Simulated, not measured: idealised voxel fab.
process module | voxel air gaps
cross-section cut | 155 nm wide | cells 5 nm
A cross-section is a grid of square cells, given in bands from the top down. A band is one or more rows of cells.
Each band's line starts with the height of the band's top and of its bottom, in nm. Then come its materials from left to right, each with its width in nm. One material with "throughout" fills the band from edge to edge. "air" is empty space.
Height 0 is the level under which the wafer as received is all one material. The lowest band goes on downwards, as in "0 down".
A width such as "30 to 40" changes by the same amount from each row of cells to the next, from the band's top row to its bottom row.
"no change" after a step means that no cell of the cross-section changed.
closed voids: empty space of 8 cells or more with no open way to the top, each as width x height at its distance from the left edge, in nm
after a step's settings: what the simulator itself notes on the step
overlay nm, on a step with a mask: how far to the right of its planned place the mask lay; to the left if negative
plan
1 op RECEIVE | material Si
2 op CONFORMAL_DEP | material SiO2 | thk nm 5
3 op CONFORMAL_DEP | material SiCN | thk nm 5
4 op DIRECTIONAL_DEP | material lowk | thk nm 40
5 op PATTERN | tone open | mask id LINES | material resist | width nm 15 | pitch nm 40 | thk nm 20 | overlay nm 0
6 op DIRECTIONAL_ETCH | etch materials lowk | depth nm 40
7 op STRIP | etch materials resist
8 op CONFORMAL_DEP | material TiN | thk nm 5
9 op FILL_DEP | material W | thk nm 10
10 op CMP | height nm 60
11 op EPI | material Ru | thk nm 10
12 op SELECTIVE_ETCH | etch materials lowk | depth nm 50
13 op CONFORMAL_DEP | material SiCN | thk nm 5
varied across the wafers: thk nm of step 2. The plan shows the first wafer's value. All wafers start alike
first wafer as received, after step 1
  0 down: Si throughout
  closed voids: none
first wafer at the end, after step 13
  75 to 70: SiCN throughout
  70 to 60: Ru throughout
  60 to 55: W throughout
  55 to 50: TiN 35 | W 5 | TiN 35 | W 5 | TiN 35 | W 5 | TiN 35
  50 to 15: lowk 30 | TiN 5 | W 5 | TiN 5 | lowk 25 | TiN 5 | W 5 | TiN 5 | lowk 25 | TiN 5 | W 5 | TiN 5 | lowk 30
  15 to 10: lowk 30 | TiN 15 | lowk 25 | TiN 15 | lowk 25 | TiN 15 | lowk 30
  10 to 5: SiCN throughout
  5 to 0: SiO2 throughout
  0 down: Si throughout
  closed voids: none
last wafer at the end
  75 to 70: air 15 | SiCN 125 | air 15
  70 to 60: air 15 | SiCN 5 | Ru 35 | SiCN 5 | Ru 35 | SiCN 5 | Ru 35 | SiCN 5 | air 15
  60 to 55: air 15 | SiCN 15 | TiN 5 | W 5 | TiN 5 | SiCN 25 | TiN 5 | W 5 | TiN 5 | SiCN 25 | TiN 5 | W 5 | TiN 5 | SiCN 15 | air 15
  55 to 40: air 25 | SiCN 5 | TiN 5 | W 5 | TiN 5 | SiCN 5 | air 15 | SiCN 5 | TiN 5 | W 5 | TiN 5 | SiCN 5 | air 15 | SiCN 5 | TiN 5 | W 5 | TiN 5 | SiCN 5 | air 25
  40 to 35: SiCN 30 | TiN 15 | SiCN 25 | TiN 15 | SiCN 25 | TiN 15 | SiCN 30
  35 to 30: SiCN throughout
  30 to 0: SiO2 throughout
  0 down: Si throughout
  closed voids: 15 x 15 at 50; 15 x 15 at 90
each wafer at the end: cells of each material gained (+) or lost (-) since it was received, then its closed voids
thk nm 5 | +62 Ru | +62 SiCN | +31 SiO2 | +79 TiN | +55 W | +176 lowk | closed voids: none
thk nm 10 | +62 Ru | +62 SiCN | +62 SiO2 | +79 TiN | +24 W | +176 lowk | closed voids: none
thk nm 15 | +42 Ru | +138 SiCN | +93 SiO2 | +51 TiN | +21 W | closed voids: 15 x 30 at 50; 15 x 30 at 90
thk nm 20 | +42 Ru | +132 SiCN | +124 SiO2 | +45 TiN | +18 W | closed voids: 15 x 25 at 50; 15 x 25 at 90
thk nm 25 | +42 Ru | +126 SiCN | +155 SiO2 | +39 TiN | +15 W | closed voids: 15 x 20 at 50; 15 x 20 at 90
thk nm 30 | +42 Ru | +120 SiCN | +186 SiO2 | +33 TiN | +12 W | closed voids: 15 x 15 at 50; 15 x 15 at 90
